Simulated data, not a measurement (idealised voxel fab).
process module | voxel transistor to metal
Section cut is 290 nm wide and gridded with 5 nm square cells.
How to read a cross-section here: the picture is a grid of square cells, written as bands going from the top down, and any band can span one or more rows of cells.
First you get the band's top height and its bottom height, in nm, and then the materials it's made of, left to right, with each width in nm. If you see a single material with "all across", that one covers the band edge to edge. "blank" is empty space.
Heights are reckoned from 0. Under this level, the received wafer is all of one material. The bottommost band is open-ended downward, for example "0 down".
Width spec "30->40" -> top row of cells at first value, bottom row at second value, equal per-row change in between.
"same as before" (step): cross-section cells unchanged, all of them.
Any empty space of 8 cells or more lacking an open way to the top shows up in "Enclosed internal voids" as width x height at distance, distance from the left edge, in nm.
Formally, on a step line, whatever follows the settings is a remark that the simulator itself makes on the step.
The line of a step may include "overlay nm". On a step with a mask, this value is how far to the right of its planned place the mask lay. A negative value means the mask lay to the left.
Reading key. Pairs: pre-step and post-step cross-section, one process step apart; post-step view only to lowest changed band. Step between + settings: beneath pair. Runs: pairs may be from different runs of this module, same starting wafer. Continuation from pair above: only where "Pre-processing view" entry says.

## Pre-processing view
> 60 to 50 = aC: 25, then blank: 15, then aC: 65, then blank: 15, then aC: 45, then blank: 15, then aC: 65, then blank: 15, then aC: 30
> 50 to 30 = SiO2: 25, then blank: 15, then SiO2: 65, then blank: 15, then SiO2: 45, then blank: 15, then SiO2: 65, then blank: 15, then SiO2: 30
> 30 to 25 = SiN all across
> 25 to 15 = SiO2: 25, then TiN: 5, then Ru: 5, then TiN: 5, then SiO2: 65, then TiN: 5, then Ru: 5, then TiN: 5, then SiO2: 45, then TiN: 5, then Ru: 5, then TiN: 5, then SiO2: 65, then TiN: 5, then Ru: 5, then TiN: 5, then SiO2: 30
> 15 to 10 = SiO2: 25, then TiN: 15, then SiO2: 65, then TiN: 15, then SiO2: 45, then TiN: 15, then SiO2: 65, then TiN: 15, then SiO2: 30
> 10 to 0 = SiO2: 25, then TiN: 10, then nSi: 20, then SiN: 5, then HfO2: 5, then TiN: 5, then SiO2: 5, then TiN: 5, then HfO2: 5, then SiN: 5, then nSi: 20, then TiN: 10, then SiO2: 45, then TiN: 10, then nSi: 20, then SiN: 5, then HfO2: 5, then TiN: 5, then SiO2: 5, then TiN: 5, then HfO2: 5, then SiN: 5, then nSi: 20, then TiN: 10, then SiO2: 30
> 0 to -5 = SiO2: 25, then TiN: 10, then nSi: 20, then SiN: 5, then HfO2: 5, then TiN: 15, then HfO2: 5, then SiN: 5, then nSi: 20, then TiN: 10, then SiO2: 45, then TiN: 10, then nSi: 20, then SiN: 5, then HfO2: 5, then TiN: 15, then HfO2: 5, then SiN: 5, then nSi: 20, then TiN: 10, then SiO2: 30
> -5 to -10 = SiO2: 10, then nSi: 45, then HfO2: 35, then nSi: 45, then SiO2: 15, then nSi: 45, then HfO2: 35, then nSi: 45, then SiO2: 15
> -10 to -25 = SiO2: 15, then nSi: 40, then Si: 35, then nSi: 40, then SiO2: 25, then nSi: 40, then Si: 35, then nSi: 40, then SiO2: 20
> -25 to -40 = SiO2: 15, then Si: 115, then SiO2: 25, then Si: 115, then SiO2: 20
> -40 down = Si all across
> Enclosed internal voids: none

## Sectional Result
> 60 to 50 = aC: 25, then blank: 15, then aC: 65, then blank: 15, then aC: 45, then blank: 15, then aC: 65, then blank: 15, then aC: 30
> 50 to 30 = SiO2: 25, then blank: 15, then SiO2: 65, then blank: 15, then SiO2: 45, then blank: 15, then SiO2: 65, then blank: 15, then SiO2: 30
> 30 to 25 = SiN: 25, then blank: 15, then SiN: 65, then blank: 15, then SiN: 45, then blank: 15, then SiN: 65, then blank: 15, then SiN: 30
> Below a height of 25, the structure has not been altered.
> Enclosed internal voids: none
What was done to get from the before section above to the after section? DIRECTIONAL_ETCH | etch materials SiN | depth nm 5

Pre-processing view: after-step cross-section of the pair just above applies.

## Sectional Result
> 50 to 30 = SiO2: 25, then blank: 15, then SiO2: 65, then blank: 15, then SiO2: 45, then blank: 15, then SiO2: 65, then blank: 15, then SiO2: 30
> Below a height of 30, the structure has not been altered.
> Enclosed internal voids: none
What was done to get from the before section above to the after section? STRIP | etch materials aC

Pre-processing view: after-step cross-section of the pair just above applies.

## Sectional Result
> 55 to 50 = TiN: 30, then blank: 5, then TiN: 75, then blank: 5, then TiN: 55, then blank: 5, then TiN: 75, then blank: 5, then TiN: 35
> 50 to 30 = SiO2: 25, then TiN: 5, then blank: 5, then TiN: 5, then SiO2: 65, then TiN: 5, then blank: 5, then TiN: 5, then SiO2: 45, then TiN: 5, then blank: 5, then TiN: 5, then SiO2: 65, then TiN: 5, then blank: 5, then TiN: 5, then SiO2: 30
> 30 to 25 = SiN: 25, then TiN: 15, then SiN: 65, then TiN: 15, then SiN: 45, then TiN: 15, then SiN: 65, then TiN: 15, then SiN: 30
> Below a height of 25, the structure has not been altered.
> Enclosed internal voids: none
What was done to get from the before section above to the after section? CONFORMAL_DEP | material TiN | thk nm 5

Pre-processing view: after-step cross-section of the pair just above applies.

## Sectional Result
> 60 to 55 = Cu all across
> 55 to 50 = TiN: 30, then Cu: 5, then TiN: 75, then Cu: 5, then TiN: 55, then Cu: 5, then TiN: 75, then Cu: 5, then TiN: 35
> 50 to 30 = SiO2: 25, then TiN: 5, then Cu: 5, then TiN: 5, then SiO2: 65, then TiN: 5, then Cu: 5, then TiN: 5, then SiO2: 45, then TiN: 5, then Cu: 5, then TiN: 5, then SiO2: 65, then TiN: 5, then Cu: 5, then TiN: 5, then SiO2: 30
> Below a height of 30, the structure has not been altered.
> Enclosed internal voids: none
What was done to get from the before section above to the after section? FILL_DEP | material Cu | thk nm 5

Pre-processing view: after-step cross-section of the pair just above applies.

## Sectional Result
> 50 to 30 = SiO2: 25, then TiN: 5, then Cu: 5, then TiN: 5, then SiO2: 65, then TiN: 5, then Cu: 5, then TiN: 5, then SiO2: 45, then TiN: 5, then Cu: 5, then TiN: 5, then SiO2: 65, then TiN: 5, then Cu: 5, then TiN: 5, then SiO2: 30
> Below a height of 30, the structure has not been altered.
> Enclosed internal voids: none
What was done to get from the before section above to the after section? CMP | height nm 50

Pre-processing view: after-step cross-section of the pair just above applies.

## Sectional Result
> 55 to 50 = blank: 20, then Ru: 25, then blank: 55, then Ru: 25, then blank: 35, then Ru: 25, then blank: 55, then Ru: 25, then blank: 25
> Below a height of 50, the structure has not been altered.
> Enclosed internal voids: none
What was done to get from the before section above to the after section? EPI | material Ru | thk nm 5

Pre-processing view: after-step cross-section of the pair just above applies.

## Sectional Result
> 60 to 55 = SiCN all across
> 55 to 50 = SiCN: 20, then Ru: 25, then SiCN: 55, then Ru: 25, then SiCN: 35, then Ru: 25, then SiCN: 55, then Ru: 25, then SiCN: 25
> Below a height of 50, the structure has not been altered.
> Enclosed internal voids: none
What was done to get from the before section above to the after section? FILL_DEP | material SiCN | thk nm 5

## Pre-processing view
> 10 to 0 = SiN all across
> 0 to -5 = SiO2 all across
> -5 down = Si all across
> Enclosed internal voids: none

## Sectional Result
> 25 to 10 = resist: 15, then blank: 115, then resist: 25, then blank: 115, then resist: 20
> Below a height of 10, the structure has not been altered.
> Enclosed internal voids: none
What was done to get from the before section above to the after section? PATTERN | tone open | mask id ACTIVE | material resist | width nm 115 | pitch nm 140 | thk nm 15 | overlay nm 0

Pre-processing view: after-step cross-section of the pair just above applies.

## Sectional Result
> 25 to 10 = resist: 15, then blank: 115, then resist: 25, then blank: 115, then resist: 20
> 10 to 0 = SiN: 15, then blank: 115, then SiN: 25, then blank: 115, then SiN: 20
> Below a height of 0, the structure has not been altered.
> Enclosed internal voids: none
What was done to get from the before section above to the after section? DIRECTIONAL_ETCH | etch materials SiN | depth nm 10

Pre-processing view: after-step cross-section of the pair just above applies.

## Sectional Result
> 25 to 10 = resist: 15, then blank: 115, then resist: 25, then blank: 115, then resist: 20
> 10 to 0 = SiN: 15, then blank: 115, then SiN: 25, then blank: 115, then SiN: 20
> 0 to -5 = SiO2: 15, then blank: 115, then SiO2: 25, then blank: 115, then SiO2: 20
> Below a height of -5, the structure has not been altered.
> Enclosed internal voids: none
What was done to get from the before section above to the after section? DIRECTIONAL_ETCH | etch materials SiO2 | depth nm 5

Pre-processing view: after-step cross-section of the pair just above applies.

## Sectional Result
> 25 to 10 = resist: 15, then blank: 115, then resist: 25, then blank: 115, then resist: 20
> 10 to 0 = SiN: 15, then blank: 115, then SiN: 25, then blank: 115, then SiN: 20
> 0 to -5 = SiO2: 15, then blank: 115, then SiO2: 25, then blank: 115, then SiO2: 20
> -5 to -40 = Si: 15, then blank: 115, then Si: 25, then blank: 115, then Si: 20
> Below a height of -40, the structure has not been altered.
> Enclosed internal voids: none
What was done to get from the before section above to the after section? DIRECTIONAL_ETCH | etch materials Si | depth nm 35

Pre-processing view: after-step cross-section of the pair just above applies.

## Sectional Result
> 10 to 0 = SiN: 15, then blank: 115, then SiN: 25, then blank: 115, then SiN: 20
> Below a height of 0, the structure has not been altered.
> Enclosed internal voids: none
What was done to get from the before section above to the after section? STRIP | etch materials resist

Pre-processing view: after-step cross-section of the pair just above applies.

## Sectional Result
> 20 to 10 = SiO2 all across
> 10 to 0 = SiN: 15, then SiO2: 115, then SiN: 25, then SiO2: 115, then SiN: 20
> 0 to -5 = SiO2 all across
> -5 to -40 = Si: 15, then SiO2: 115, then Si: 25, then SiO2: 115, then Si: 20
> Below a height of -40, the structure has not been altered.
> Enclosed internal voids: none
What was done to get from the before section above to the after section? FILL_DEP | material SiO2 | thk nm 10

Pre-processing view: after-step cross-section of the pair just above applies.

## Sectional Result
> 10 to 0 = SiN: 15, then SiO2: 115, then SiN: 25, then SiO2: 115, then SiN: 20
> Below a height of 0, the structure has not been altered.
> Enclosed internal voids: none
What was done to get from the before section above to the after section? CMP | height nm 10

Pre-processing view: after-step cross-section of the pair just above applies.

## Sectional Result
> 10 to 0 = SiN: 15, then blank: 115, then SiN: 25, then blank: 115, then SiN: 20
> Below a height of 0, the structure has not been altered.
> Enclosed internal voids: none
What was done to get from the before section above to the after section? SELECTIVE_ETCH | etch materials SiO2 | depth nm 10

Pre-processing view: after-step cross-section of the pair just above applies.

## Sectional Result
> 0 to -5 = SiO2 all across
> Below a height of -5, the structure has not been altered.
> Enclosed internal voids: none
What was done to get from the before section above to the after section? STRIP | etch materials SiN

Pre-processing view: after-step cross-section of the pair just above applies.

## Sectional Result
> -5 to -40 = Si: 15, then SiO2: 115, then Si: 25, then SiO2: 115, then Si: 20
> Below a height of -40, the structure has not been altered.
> Enclosed internal voids: none
What was done to get from the before section above to the after section? SELECTIVE_ETCH | etch materials SiO2 | depth nm 5

Pre-processing view: after-step cross-section of the pair just above applies.

## Sectional Result
> -5 to -10 = SiO2 all across
> Below a height of -10, the structure has not been altered.
> Enclosed internal voids: none
What was done to get from the before section above to the after section? OXIDIZE | depth nm 5

Pre-processing view: after-step cross-section of the pair just above applies.

## Sectional Result
> 15 to -5 = polySi all across
> Below a height of -5, the structure has not been altered.
> Enclosed internal voids: none
What was done to get from the before section above to the after section? DIRECTIONAL_DEP | material polySi | thk nm 20

Pre-processing view: after-step cross-section of the pair just above applies.

## Sectional Result
> 30 to 15 = SiCN all across
> Below a height of 15, the structure has not been altered.
> Enclosed internal voids: none
What was done to get from the before section above to the after section? DIRECTIONAL_DEP | material SiCN | thk nm 15

Pre-processing view: after-step cross-section of the pair just above applies.

## Sectional Result
> 45 to 30 = blank: 60, then resist: 25, then blank: 115, then resist: 25, then blank: 65
> Below a height of 30, the structure has not been altered.
> Enclosed internal voids: none
What was done to get from the before section above to the after section? PATTERN | tone cover | mask id GATE | material resist | width nm 25 | pitch nm 140 | thk nm 15 | overlay nm 0

Pre-processing view: after-step cross-section of the pair just above applies.

## Sectional Result
> 45 to 30 = blank: 60, then resist: 25, then blank: 115, then resist: 25, then blank: 65
> 30 to 15 = blank: 60, then SiCN: 25, then blank: 115, then SiCN: 25, then blank: 65
> Below a height of 15, the structure has not been altered.
> Enclosed internal voids: none
What was done to get from the before section above to the after section? DIRECTIONAL_ETCH | etch materials SiCN | depth nm 25

Pre-processing view: after-step cross-section of the pair just above applies.

## Sectional Result
> 45 to 30 = blank: 60, then resist: 25, then blank: 115, then resist: 25, then blank: 65
> 30 to 15 = blank: 60, then SiCN: 25, then blank: 115, then SiCN: 25, then blank: 65
> 15 to -5 = blank: 60, then polySi: 25, then blank: 115, then polySi: 25, then blank: 65
> Below a height of -5, the structure has not been altered.
> Enclosed internal voids: none
What was done to get from the before section above to the after section? DIRECTIONAL_ETCH | etch materials polySi | depth nm 30

Pre-processing view: after-step cross-section of the pair just above applies.

## Sectional Result
> 30 to 15 = blank: 60, then SiCN: 25, then blank: 115, then SiCN: 25, then blank: 65
> Below a height of 15, the structure has not been altered.
> Enclosed internal voids: none
What was done to get from the before section above to the after section? STRIP | etch materials resist

Pre-processing view: after-step cross-section of the pair just above applies.

## Sectional Result
> 35 to 30 = blank: 55, then SiN: 35, then blank: 105, then SiN: 35, then blank: 60
> 30 to 15 = blank: 55, then SiN: 5, then SiCN: 25, then SiN: 5, then blank: 105, then SiN: 5, then SiCN: 25, then SiN: 5, then blank: 60
> 15 to 0 = blank: 55, then SiN: 5, then polySi: 25, then SiN: 5, then blank: 105, then SiN: 5, then polySi: 25, then SiN: 5, then blank: 60
> 0 to -5 = SiN: 60, then polySi: 25, then SiN: 115, then polySi: 25, then SiN: 65
> Below a height of -5, the structure has not been altered.
> Enclosed internal voids: none
What was done to get from the before section above to the after section? CONFORMAL_DEP | material SiN | thk nm 5

Pre-processing view: after-step cross-section of the pair just above applies.

## Sectional Result
> 30 to 15 = blank: 55, then SiN: 5, then SiCN: 25, then SiN: 5, then blank: 105, then SiN: 5, then SiCN: 25, then SiN: 5, then blank: 60
> 15 to -5 = blank: 55, then SiN: 5, then polySi: 25, then SiN: 5, then blank: 105, then SiN: 5, then polySi: 25, then SiN: 5, then blank: 60
> Below a height of -5, the structure has not been altered.
> Enclosed internal voids: none
What was done to get from the before section above to the after section? DIRECTIONAL_ETCH | etch materials SiN | depth nm 5

Pre-processing view: after-step cross-section of the pair just above applies.

## Sectional Result
> 30 to 15 = blank: 55, then SiN: 5, then SiCN: 25, then SiN: 5, then blank: 105, then SiN: 5, then SiCN: 25, then SiN: 5, then blank: 60
> 15 to -5 = blank: 55, then SiN: 5, then polySi: 25, then SiN: 5, then blank: 105, then SiN: 5, then polySi: 25, then SiN: 5, then blank: 60
> -5 to -10 = blank: 55, then SiO2: 35, then blank: 105, then SiO2: 35, then blank: 60
> Below a height of -10, the structure has not been altered.
> Enclosed internal voids: none
What was done to get from the before section above to the after section? DIRECTIONAL_ETCH | etch materials SiO2 | depth nm 5

Pre-processing view: after-step cross-section of the pair just above applies.

## Sectional Result
> 30 to 15 = blank: 55, then SiN: 5, then SiCN: 25, then SiN: 5, then blank: 105, then SiN: 5, then SiCN: 25, then SiN: 5, then blank: 60
> 15 to -5 = blank: 55, then SiN: 5, then polySi: 25, then SiN: 5, then blank: 105, then SiN: 5, then polySi: 25, then SiN: 5, then blank: 60
> -5 to -10 = blank: 55, then SiO2: 35, then blank: 105, then SiO2: 35, then blank: 60
> -10 to -25 = blank: 15, then SiO2: 115, then blank: 25, then SiO2: 115, then blank: 20
> Below a height of -25, the structure has not been altered.
> Enclosed internal voids: none
What was done to get from the before section above to the after section? DIRECTIONAL_ETCH | etch materials Si | depth nm 15

Pre-processing view: after-step cross-section of the pair just above applies.

## Sectional Result
> 30 to 15 = blank: 55, then SiN: 5, then SiCN: 25, then SiN: 5, then blank: 105, then SiN: 5, then SiCN: 25, then SiN: 5, then blank: 60
> 15 to -5 = blank: 55, then SiN: 5, then polySi: 25, then SiN: 5, then blank: 105, then SiN: 5, then polySi: 25, then SiN: 5, then blank: 60
> -5 to -10 = nSi: 20, then blank: 35, then SiO2: 35, then blank: 35, then nSi: 35, then blank: 35, then SiO2: 35, then blank: 35, then nSi: 25
> -10 to -25 = nSi: 15, then SiO2: 115, then nSi: 25, then SiO2: 115, then nSi: 20
> Below a height of -25, the structure has not been altered.
> Enclosed internal voids: none
What was done to get from the before section above to the after section? EPI | material nSi | thk nm 20

Pre-processing view: after-step cross-section of the pair just above applies.

## Sectional Result
> 40 to 30 = SiO2 all across
> 30 to 15 = SiO2: 55, then SiN: 5, then SiCN: 25, then SiN: 5, then SiO2: 105, then SiN: 5, then SiCN: 25, then SiN: 5, then SiO2: 60
> 15 to -5 = SiO2: 55, then SiN: 5, then polySi: 25, then SiN: 5, then SiO2: 105, then SiN: 5, then polySi: 25, then SiN: 5, then SiO2: 60
> -5 to -10 = nSi: 20, then SiO2: 105, then nSi: 35, then SiO2: 105, then nSi: 25
> Below a height of -10, the structure has not been altered.
> Enclosed internal voids: none
What was done to get from the before section above to the after section? FILL_DEP | material SiO2 | thk nm 10

Pre-processing view: after-step cross-section of the pair just above applies.

## Sectional Result
> 15 to -5 = SiO2: 55, then SiN: 5, then polySi: 25, then SiN: 5, then SiO2: 105, then SiN: 5, then polySi: 25, then SiN: 5, then SiO2: 60
> Below a height of -5, the structure has not been altered.
> Enclosed internal voids: none
What was done to get from the before section above to the after section? CMP | height nm 15

Pre-processing view: after-step cross-section of the pair just above applies.

## Sectional Result
> 15 to -5 = SiO2: 55, then SiN: 5, then blank: 25, then SiN: 5, then SiO2: 105, then SiN: 5, then blank: 25, then SiN: 5, then SiO2: 60
> Below a height of -5, the structure has not been altered.
> Enclosed internal voids: none
What was done to get from the before section above to the after section? STRIP | etch materials polySi

Pre-processing view: after-step cross-section of the pair just above applies.

## Sectional Result
> 15 to 10 = blank: 55, then SiN: 5, then blank: 25, then SiN: 5, then blank: 105, then SiN: 5, then blank: 25, then SiN: 5, then blank: 60
> 10 to -5 = SiO2: 55, then SiN: 5, then blank: 25, then SiN: 5, then SiO2: 105, then SiN: 5, then blank: 25, then SiN: 5, then SiO2: 60
> -5 to -10 = nSi: 20, then SiO2: 35, then blank: 35, then SiO2: 35, then nSi: 35, then SiO2: 35, then blank: 35, then SiO2: 35, then nSi: 25
> Below a height of -10, the structure has not been altered.
> Enclosed internal voids: none
What was done to get from the before section above to the after section? SELECTIVE_ETCH | etch materials SiO2 | depth nm 5

Pre-processing view: after-step cross-section of the pair just above applies.

## Sectional Result
> 20 to 15 = blank: 50, then HfO2: 15, then blank: 15, then HfO2: 15, then blank: 95, then HfO2: 15, then blank: 15, then HfO2: 15, then blank: 55
> 15 to 10 = HfO2: 55, then SiN: 5, then HfO2: 5, then blank: 15, then HfO2: 5, then SiN: 5, then HfO2: 105, then SiN: 5, then HfO2: 5, then blank: 15, then HfO2: 5, then SiN: 5, then HfO2: 60
> 10 to -5 = SiO2: 55, then SiN: 5, then HfO2: 5, then blank: 15, then HfO2: 5, then SiN: 5, then SiO2: 105, then SiN: 5, then HfO2: 5, then blank: 15, then HfO2: 5, then SiN: 5, then SiO2: 60
> -5 to -10 = nSi: 20, then SiO2: 35, then HfO2: 35, then SiO2: 35, then nSi: 35, then SiO2: 35, then HfO2: 35, then SiO2: 35, then nSi: 25
> Below a height of -10, the structure has not been altered.
> Enclosed internal voids: none
What was done to get from the before section above to the after section? CONFORMAL_DEP | material HfO2 | thk nm 5

Pre-processing view: after-step cross-section of the pair just above applies.

## Sectional Result
> 25 to 20 = blank: 45, then TiN: 25, then blank: 5, then TiN: 25, then blank: 85, then TiN: 25, then blank: 5, then TiN: 25, then blank: 50
> 20 to 15 = TiN: 50, then HfO2: 15, then TiN: 5, then blank: 5, then TiN: 5, then HfO2: 15, then TiN: 95, then HfO2: 15, then TiN: 5, then blank: 5, then TiN: 5, then HfO2: 15, then TiN: 55
> 15 to 10 = HfO2: 55, then SiN: 5, then HfO2: 5, then TiN: 5, then blank: 5, then TiN: 5, then HfO2: 5, then SiN: 5, then HfO2: 105, then SiN: 5, then HfO2: 5, then TiN: 5, then blank: 5, then TiN: 5, then HfO2: 5, then SiN: 5, then HfO2: 60
> 10 to 0 = SiO2: 55, then SiN: 5, then HfO2: 5, then TiN: 5, then blank: 5, then TiN: 5, then HfO2: 5, then SiN: 5, then SiO2: 105, then SiN: 5, then HfO2: 5, then TiN: 5, then blank: 5, then TiN: 5, then HfO2: 5, then SiN: 5, then SiO2: 60
> 0 to -5 = SiO2: 55, then SiN: 5, then HfO2: 5, then TiN: 15, then HfO2: 5, then SiN: 5, then SiO2: 105, then SiN: 5, then HfO2: 5, then TiN: 15, then HfO2: 5, then SiN: 5, then SiO2: 60
> Below a height of -5, the structure has not been altered.
> Enclosed internal voids: none
What was done to get from the before section above to the after section? CONFORMAL_DEP | material TiN | thk nm 5

Pre-processing view: after-step cross-section of the pair just above applies.

## Sectional Result
> 35 to 25 = W all across
> 25 to 20 = W: 45, then TiN: 25, then W: 5, then TiN: 25, then W: 85, then TiN: 25, then W: 5, then TiN: 25, then W: 50
> 20 to 15 = TiN: 50, then HfO2: 15, then TiN: 5, then W: 5, then TiN: 5, then HfO2: 15, then TiN: 95, then HfO2: 15, then TiN: 5, then W: 5, then TiN: 5, then HfO2: 15, then TiN: 55
> 15 to 10 = HfO2: 55, then SiN: 5, then HfO2: 5, then TiN: 5, then W: 5, then TiN: 5, then HfO2: 5, then SiN: 5, then HfO2: 105, then SiN: 5, then HfO2: 5, then TiN: 5, then W: 5, then TiN: 5, then HfO2: 5, then SiN: 5, then HfO2: 60
> 10 to 0 = SiO2: 55, then SiN: 5, then HfO2: 5, then TiN: 5, then W: 5, then TiN: 5, then HfO2: 5, then SiN: 5, then SiO2: 105, then SiN: 5, then HfO2: 5, then TiN: 5, then W: 5, then TiN: 5, then HfO2: 5, then SiN: 5, then SiO2: 60
> Below a height of 0, the structure has not been altered.
> Enclosed internal voids: none
What was done to get from the before section above to the after section? FILL_DEP | material W | thk nm 10

Pre-processing view: after-step cross-section of the pair just above applies.

## Sectional Result
> 10 to 0 = SiO2: 55, then SiN: 5, then HfO2: 5, then TiN: 5, then W: 5, then TiN: 5, then HfO2: 5, then SiN: 5, then SiO2: 105, then SiN: 5, then HfO2: 5, then TiN: 5, then W: 5, then TiN: 5, then HfO2: 5, then SiN: 5, then SiO2: 60
> Below a height of 0, the structure has not been altered.
> Enclosed internal voids: none
What was done to get from the before section above to the after section? CMP | height nm 10

Pre-processing view: after-step cross-section of the pair just above applies.

## Sectional Result
> 25 to 10 = SiO2 all across
> Below a height of 10, the structure has not been altered.
> Enclosed internal voids: none
What was done to get from the before section above to the after section? DIRECTIONAL_DEP | material SiO2 | thk nm 15

Pre-processing view: after-step cross-section of the pair just above applies.

## Sectional Result
> 25 to 10 = SiO2: 25, then blank: 15, then SiO2: 65, then blank: 15, then SiO2: 45, then blank: 15, then SiO2: 65, then blank: 15, then SiO2: 30
> 10 to 0 = SiO2: 25, then blank: 15, then SiO2: 15, then SiN: 5, then HfO2: 5, then TiN: 5, then W: 5, then TiN: 5, then HfO2: 5, then SiN: 5, then SiO2: 15, then blank: 15, then SiO2: 45, then blank: 15, then SiO2: 15, then SiN: 5, then HfO2: 5, then TiN: 5, then W: 5, then TiN: 5, then HfO2: 5, then SiN: 5, then SiO2: 15, then blank: 15, then SiO2: 30
> 0 to -5 = SiO2: 25, then blank: 15, then SiO2: 15, then SiN: 5, then HfO2: 5, then TiN: 15, then HfO2: 5, then SiN: 5, then SiO2: 15, then blank: 15, then SiO2: 45, then blank: 15, then SiO2: 15, then SiN: 5, then HfO2: 5, then TiN: 15, then HfO2: 5, then SiN: 5, then SiO2: 15, then blank: 15, then SiO2: 30
> Below a height of -5, the structure has not been altered.
> Enclosed internal voids: none
What was done to get from the before section above to the after section? MASKED_ETCH | tone open | mask id CONTACT | width nm 15 | etch materials SiO2 | depth nm 30 | overlay nm 0

Pre-processing view: after-step cross-section of the pair just above applies.

## Sectional Result
> 30 to 25 = TiN: 30, then blank: 5, then TiN: 75, then blank: 5, then TiN: 55, then blank: 5, then TiN: 75, then blank: 5, then TiN: 35
> 25 to 10 = SiO2: 25, then TiN: 5, then blank: 5, then TiN: 5, then SiO2: 65, then TiN: 5, then blank: 5, then TiN: 5, then SiO2: 45, then TiN: 5, then blank: 5, then TiN: 5, then SiO2: 65, then TiN: 5, then blank: 5, then TiN: 5, then SiO2: 30
> 10 to 0 = SiO2: 25, then TiN: 5, then blank: 5, then TiN: 5, then SiO2: 15, then SiN: 5, then HfO2: 5, then TiN: 5, then W: 5, then TiN: 5, then HfO2: 5, then SiN: 5, then SiO2: 15, then TiN: 5, then blank: 5, then TiN: 5, then SiO2: 45, then TiN: 5, then blank: 5, then TiN: 5, then SiO2: 15, then SiN: 5, then HfO2: 5, then TiN: 5, then W: 5, then TiN: 5, then HfO2: 5, then SiN: 5, then SiO2: 15, then TiN: 5, then blank: 5, then TiN: 5, then SiO2: 30
> 0 to -5 = SiO2: 25, then TiN: 15, then SiO2: 15, then SiN: 5, then HfO2: 5, then TiN: 15, then HfO2: 5, then SiN: 5, then SiO2: 15, then TiN: 15, then SiO2: 45, then TiN: 15, then SiO2: 15, then SiN: 5, then HfO2: 5, then TiN: 15, then HfO2: 5, then SiN: 5, then SiO2: 15, then TiN: 15, then SiO2: 30
> Below a height of -5, the structure has not been altered.
> Enclosed internal voids: none
What was done to get from the before section above to the after section? CONFORMAL_DEP | material TiN | thk nm 5

Pre-processing view: after-step cross-section of the pair just above applies.

## Sectional Result
> 35 to 30 = Ru all across
> 30 to 25 = TiN: 30, then Ru: 5, then TiN: 75, then Ru: 5, then TiN: 55, then Ru: 5, then TiN: 75, then Ru: 5, then TiN: 35
> 25 to 10 = SiO2: 25, then TiN: 5, then Ru: 5, then TiN: 5, then SiO2: 65, then TiN: 5, then Ru: 5, then TiN: 5, then SiO2: 45, then TiN: 5, then Ru: 5, then TiN: 5, then SiO2: 65, then TiN: 5, then Ru: 5, then TiN: 5, then SiO2: 30
> 10 to 0 = SiO2: 25, then TiN: 5, then Ru: 5, then TiN: 5, then SiO2: 15, then SiN: 5, then HfO2: 5, then TiN: 5, then W: 5, then TiN: 5, then HfO2: 5, then SiN: 5, then SiO2: 15, then TiN: 5, then Ru: 5, then TiN: 5, then SiO2: 45, then TiN: 5, then Ru: 5, then TiN: 5, then SiO2: 15, then SiN: 5, then HfO2: 5, then TiN: 5, then W: 5, then TiN: 5, then HfO2: 5, then SiN: 5, then SiO2: 15, then TiN: 5, then Ru: 5, then TiN: 5, then SiO2: 30
> Below a height of 0, the structure has not been altered.
> Enclosed internal voids: none
What was done to get from the before section above to the after section? FILL_DEP | material Ru | thk nm 5

Pre-processing view: after-step cross-section of the pair just above applies.

## Sectional Result
> 25 to 10 = SiO2: 25, then TiN: 5, then Ru: 5, then TiN: 5, then SiO2: 65, then TiN: 5, then Ru: 5, then TiN: 5, then SiO2: 45, then TiN: 5, then Ru: 5, then TiN: 5, then SiO2: 65, then TiN: 5, then Ru: 5, then TiN: 5, then SiO2: 30
> Below a height of 10, the structure has not been altered.
> Enclosed internal voids: none
What was done to get from the before section above to the after section? CMP | height nm 25

Pre-processing view: after-step cross-section of the pair just above applies.

## Sectional Result
> 30 to 25 = SiN all across
> Below a height of 25, the structure has not been altered.
> Enclosed internal voids: none
What was done to get from the before section above to the after section? CONFORMAL_DEP | material SiN | thk nm 5

Pre-processing view: after-step cross-section of the pair just above applies.

## Sectional Result
> 50 to 30 = SiO2 all across
> Below a height of 30, the structure has not been altered.
> Enclosed internal voids: none
What was done to get from the before section above to the after section? DIRECTIONAL_DEP | material SiO2 | thk nm 20

Pre-processing view: after-step cross-section of the pair just above applies.

## Sectional Result
> 60 to 50 = aC all across
> Below a height of 50, the structure has not been altered.
> Enclosed internal voids: none
What was done to get from the before section above to the after section? DIRECTIONAL_DEP | material aC | thk nm 10

Pre-processing view: after-step cross-section of the pair just above applies.

## Sectional Result
> 90 to 60 = resist: 25, then blank: 15, then resist: 65, then blank: 15, then resist: 45, then blank: 15, then resist: 65, then blank: 15, then resist: 30
> Below a height of 60, the structure has not been altered.
> Enclosed internal voids: none
What was done to get from the before section above to the after section? PATTERN | tone open | mask id METAL_1 | material resist | width nm 15 | thk nm 30 | overlay nm 0

Pre-processing view: after-step cross-section of the pair just above applies.

## Sectional Result
> 80 to 60 = resist: 25, then blank: 15, then resist: 65, then blank: 15, then resist: 45, then blank: 15, then resist: 65, then blank: 15, then resist: 30
> 60 to 50 = aC: 25, then blank: 15, then aC: 65, then blank: 15, then aC: 45, then blank: 15, then aC: 65, then blank: 15, then aC: 30
> Below a height of 50, the structure has not been altered.
> Enclosed internal voids: none
What was done to get from the before section above to the after section? DIRECTIONAL_ETCH | etch materials aC | depth nm 10

Pre-processing view: after-step cross-section of the pair just above applies.

## Sectional Result
> 60 to 50 = aC: 25, then blank: 15, then aC: 65, then blank: 15, then aC: 45, then blank: 15, then aC: 65, then blank: 15, then aC: 30
> Below a height of 50, the structure has not been altered.
> Enclosed internal voids: none
What was done to get from the before section above to the after section? STRIP | etch materials resist

Pre-processing view: after-step cross-section of the pair just above applies.

## Sectional Result
> 60 to 50 = aC: 25, then blank: 15, then aC: 65, then blank: 15, then aC: 45, then blank: 15, then aC: 65, then blank: 15, then aC: 30
> 50 to 30 = SiO2: 25, then blank: 15, then SiO2: 65, then blank: 15, then SiO2: 45, then blank: 15, then SiO2: 65, then blank: 15, then SiO2: 30
> Below a height of 30, the structure has not been altered.
> Enclosed internal voids: none
What was done to get from the before section above to the after section? DIRECTIONAL_ETCH | etch materials SiO2 | depth nm 20

Pre-processing view: after-step cross-section of the pair just above applies.

## Sectional Result
> 60 to 50 = aC: 25, then blank: 15, then aC: 65, then blank: 15, then aC: 45, then blank: 15, then aC: 65, then blank: 15, then aC: 30
> 50 to 30 = SiO2: 25, then blank: 15, then SiO2: 65, then blank: 15, then SiO2: 45, then blank: 15, then SiO2: 65, then blank: 15, then SiO2: 30
> 30 to 25 = SiN: 25, then blank: 15, then SiN: 65, then blank: 15, then SiN: 45, then blank: 15, then SiN: 65, then blank: 15, then SiN: 30
> Below a height of 25, the structure has not been altered.
> Enclosed internal voids: none
What was done to get from the before section above to the after section? DIRECTIONAL_ETCH | etch materials SiN | depth nm 5
